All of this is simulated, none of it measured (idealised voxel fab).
process module | voxel trench capacitor
For reference, the cross-section in this document is cut, with width 265 nm and square cells of 5 nm.
Throughout this document, each cross-section is represented as a grid of square cells and is presented as a sequence of bands enumerated from the top downward, where a band comprises one or more rows of cells.
Heads up on the band format: heights come first, top then bottom, in nm. After that it's the materials left to right, each with its width in nm. A single material flagged "edge to edge" fills the whole band edge to edge, and "air" means there's empty space there.
For the purposes of this specification, 0 denotes the height below which the wafer in its as-received condition is composed wholly of one material, and the lowermost band, lacking a lower limit, extends downward without end, as expressed in "top 0, no bottom".
Top row gets the first number, bottom row gets the second, and each row in between changes by the same step: that is how a band width like "30->40" works.
"no alterations made" (step): cross-section cells unchanged, all of them.
You'll see "Closed empty spaces" listing empty spaces that have no way open to the top, as long as they're 8 cells or more; the notation is width x height at distance, where the distance is from the left edge, and all of it is in nm.
Read whatever lies past the settings on a step's line as the simulator's own remark about the step.
On any step carrying a mask, the "overlay nm" setting, if present on the step's line, tells how far right of its planned place the mask lay; negative values point to the left.
# The planned process steps are enumerated hereunder
1 RECEIVE [material Si]
2 CONFORMAL_DEP [material SiN] [thk nm 5]
3 DIRECTIONAL_DEP [material aC] [thk nm 10]
4 PATTERN [tone open] [mask id TRENCH] [material resist] [width nm 30] [pitch nm 60] [thk nm 30] [overlay nm 0]
5 DIRECTIONAL_ETCH [etch materials aC] [depth nm 10]
6 STRIP [etch materials resist]
7 DIRECTIONAL_ETCH [etch materials SiN] [depth nm 5]
8 DIRECTIONAL_ETCH [etch materials Si] [depth nm 40]
9 STRIP [etch materials aC]
10 CONFORMAL_DEP [material HfO2] [thk nm 5]
11 CONFORMAL_DEP [material TiN] [thk nm 5]
12 FILL_DEP [material W] [thk nm 5]
13 CMP [height nm 5]
# Account of the first of two wafers, which was processed as intended
# Cross-section, incoming material, after step 1
- top 0, no bottom | Si edge to edge
- Closed empty spaces: none
# So this is the wafer cross-section right after step 2
- top 5, bottom 0 | SiN edge to edge
- At heights below 0, the structure remains unaltered.
# So this is the wafer cross-section right after step 3
- top 15, bottom 5 | aC edge to edge
- At heights below 5, the structure remains unaltered.
# So this is the wafer cross-section right after step 4
- top 45, bottom 15 | resist: 85; air: 30; resist: 30; air: 30; resist: 90
- At heights below 15, the structure remains unaltered.
# So this is the wafer cross-section right after step 5
- top 35, bottom 15 | resist: 85; air: 30; resist: 30; air: 30; resist: 90
- top 15, bottom 5 | aC: 85; air: 30; aC: 30; air: 30; aC: 90
- At heights below 5, the structure remains unaltered.
# So this is the wafer cross-section right after step 6
- top 15, bottom 5 | aC: 85; air: 30; aC: 30; air: 30; aC: 90
- At heights below 5, the structure remains unaltered.
# So this is the wafer cross-section right after step 7
- top 15, bottom 5 | aC: 85; air: 30; aC: 30; air: 30; aC: 90
- top 5, bottom 0 | SiN: 85; air: 30; SiN: 30; air: 30; SiN: 90
- At heights below 0, the structure remains unaltered.
# So this is the wafer cross-section right after step 8
- top 15, bottom 5 | aC: 85; air: 30; aC: 30; air: 30; aC: 90
- top 5, bottom 0 | SiN: 85; air: 30; SiN: 30; air: 30; SiN: 90
- top 0, bottom -40 | Si: 85; air: 30; Si: 30; air: 30; Si: 90
- At heights below -40, the structure remains unaltered.
# So this is the wafer cross-section right after step 9
- top 5, bottom 0 | SiN: 85; air: 30; SiN: 30; air: 30; SiN: 90
- At heights below 0, the structure remains unaltered.
# So this is the wafer cross-section right after step 10
- top 10, bottom 5 | HfO2: 90; air: 20; HfO2: 40; air: 20; HfO2: 95
- top 5, bottom 0 | SiN: 85; HfO2: 5; air: 20; HfO2: 5; SiN: 30; HfO2: 5; air: 20; HfO2: 5; SiN: 90
- top 0, bottom -35 | Si: 85; HfO2: 5; air: 20; HfO2: 5; Si: 30; HfO2: 5; air: 20; HfO2: 5; Si: 90
- top -35, bottom -40 | Si: 85; HfO2: 30; Si: 30; HfO2: 30; Si: 90
- At heights below -40, the structure remains unaltered.
# So this is the wafer cross-section right after step 11
- top 15, bottom 10 | TiN: 95; air: 10; TiN: 50; air: 10; TiN: 100
- top 10, bottom 5 | HfO2: 90; TiN: 5; air: 10; TiN: 5; HfO2: 40; TiN: 5; air: 10; TiN: 5; HfO2: 95
- top 5, bottom 0 | SiN: 85; HfO2: 5; TiN: 5; air: 10; TiN: 5; HfO2: 5; SiN: 30; HfO2: 5; TiN: 5; air: 10; TiN: 5; HfO2: 5; SiN: 90
- top 0, bottom -30 | Si: 85; HfO2: 5; TiN: 5; air: 10; TiN: 5; HfO2: 5; Si: 30; HfO2: 5; TiN: 5; air: 10; TiN: 5; HfO2: 5; Si: 90
- top -30, bottom -35 | Si: 85; HfO2: 5; TiN: 20; HfO2: 5; Si: 30; HfO2: 5; TiN: 20; HfO2: 5; Si: 90
- At heights below -35, the structure remains unaltered.
# So this is the wafer cross-section right after step 12
- top 20, bottom 15 | W edge to edge
- top 15, bottom 10 | TiN: 95; W: 10; TiN: 50; W: 10; TiN: 100
- top 10, bottom 5 | HfO2: 90; TiN: 5; W: 10; TiN: 5; HfO2: 40; TiN: 5; W: 10; TiN: 5; HfO2: 95
- top 5, bottom 0 | SiN: 85; HfO2: 5; TiN: 5; W: 10; TiN: 5; HfO2: 5; SiN: 30; HfO2: 5; TiN: 5; W: 10; TiN: 5; HfO2: 5; SiN: 90
- top 0, bottom -30 | Si: 85; HfO2: 5; TiN: 5; W: 10; TiN: 5; HfO2: 5; Si: 30; HfO2: 5; TiN: 5; W: 10; TiN: 5; HfO2: 5; Si: 90
- At heights below -30, the structure remains unaltered.
# So this is the wafer cross-section right after step 13
- top 5, bottom 0 | SiN: 85; HfO2: 5; TiN: 5; W: 10; TiN: 5; HfO2: 5; SiN: 30; HfO2: 5; TiN: 5; W: 10; TiN: 5; HfO2: 5; SiN: 90
- At heights below 0, the structure remains unaltered.
# Notes, second wafer: start = first wafer's, plan = first wafer's, execution had one mistake; history identical to first through step 7
# What the second wafer looks like in cross-section when step 8 should have wrapped up
- top 15, bottom 5 | aC: 85; air: 30; aC: 30; air: 30; aC: 90
- top 5, bottom 0 | SiN: 85; air: 30; SiN: 30; air: 30; SiN: 90
- top 0, bottom -50 | Si: 85; air: 30; Si: 30; air: 30; Si: 90
- At heights below -50, the structure remains unaltered.
# What the second wafer looks like in cross-section when step 9 should have wrapped up
- top 5, bottom 0 | SiN: 85; air: 30; SiN: 30; air: 30; SiN: 90
- At heights below 0, the structure remains unaltered.
# What the second wafer looks like in cross-section when step 10 should have wrapped up
- top 10, bottom 5 | HfO2: 90; air: 20; HfO2: 40; air: 20; HfO2: 95
- top 5, bottom 0 | SiN: 85; HfO2: 5; air: 20; HfO2: 5; SiN: 30; HfO2: 5; air: 20; HfO2: 5; SiN: 90
- top 0, bottom -45 | Si: 85; HfO2: 5; air: 20; HfO2: 5; Si: 30; HfO2: 5; air: 20; HfO2: 5; Si: 90
- top -45, bottom -50 | Si: 85; HfO2: 30; Si: 30; HfO2: 30; Si: 90
- At heights below -50, the structure remains unaltered.
# What the second wafer looks like in cross-section when step 11 should have wrapped up
- top 15, bottom 10 | TiN: 95; air: 10; TiN: 50; air: 10; TiN: 100
- top 10, bottom 5 | HfO2: 90; TiN: 5; air: 10; TiN: 5; HfO2: 40; TiN: 5; air: 10; TiN: 5; HfO2: 95
- top 5, bottom 0 | SiN: 85; HfO2: 5; TiN: 5; air: 10; TiN: 5; HfO2: 5; SiN: 30; HfO2: 5; TiN: 5; air: 10; TiN: 5; HfO2: 5; SiN: 90
- top 0, bottom -40 | Si: 85; HfO2: 5; TiN: 5; air: 10; TiN: 5; HfO2: 5; Si: 30; HfO2: 5; TiN: 5; air: 10; TiN: 5; HfO2: 5; Si: 90
- top -40, bottom -45 | Si: 85; HfO2: 5; TiN: 20; HfO2: 5; Si: 30; HfO2: 5; TiN: 20; HfO2: 5; Si: 90
- At heights below -45, the structure remains unaltered.
# What the second wafer looks like in cross-section when step 12 should have wrapped up
- top 20, bottom 15 | W edge to edge
- top 15, bottom 10 | TiN: 95; W: 10; TiN: 50; W: 10; TiN: 100
- top 10, bottom 5 | HfO2: 90; TiN: 5; W: 10; TiN: 5; HfO2: 40; TiN: 5; W: 10; TiN: 5; HfO2: 95
- top 5, bottom 0 | SiN: 85; HfO2: 5; TiN: 5; W: 10; TiN: 5; HfO2: 5; SiN: 30; HfO2: 5; TiN: 5; W: 10; TiN: 5; HfO2: 5; SiN: 90
- top 0, bottom -40 | Si: 85; HfO2: 5; TiN: 5; W: 10; TiN: 5; HfO2: 5; Si: 30; HfO2: 5; TiN: 5; W: 10; TiN: 5; HfO2: 5; Si: 90
- At heights below -40, the structure remains unaltered.
# What the second wafer looks like in cross-section when step 13 should have wrapped up
- top 5, bottom 0 | SiN: 85; HfO2: 5; TiN: 5; W: 10; TiN: 5; HfO2: 5; SiN: 30; HfO2: 5; TiN: 5; W: 10; TiN: 5; HfO2: 5; SiN: 90
- At heights below 0, the structure remains unaltered.
The mistake made against the process plan was this: step 8 changed vs plan, executed as DIRECTIONAL_ETCH [etch materials Si] [depth nm 50]
Once processing is complete, comparing cell counts shows that the second wafer has more or fewer of certain materials than the first: 8 more of HfO2 | 24 fewer of Si | 8 more of TiN | 8 more of W
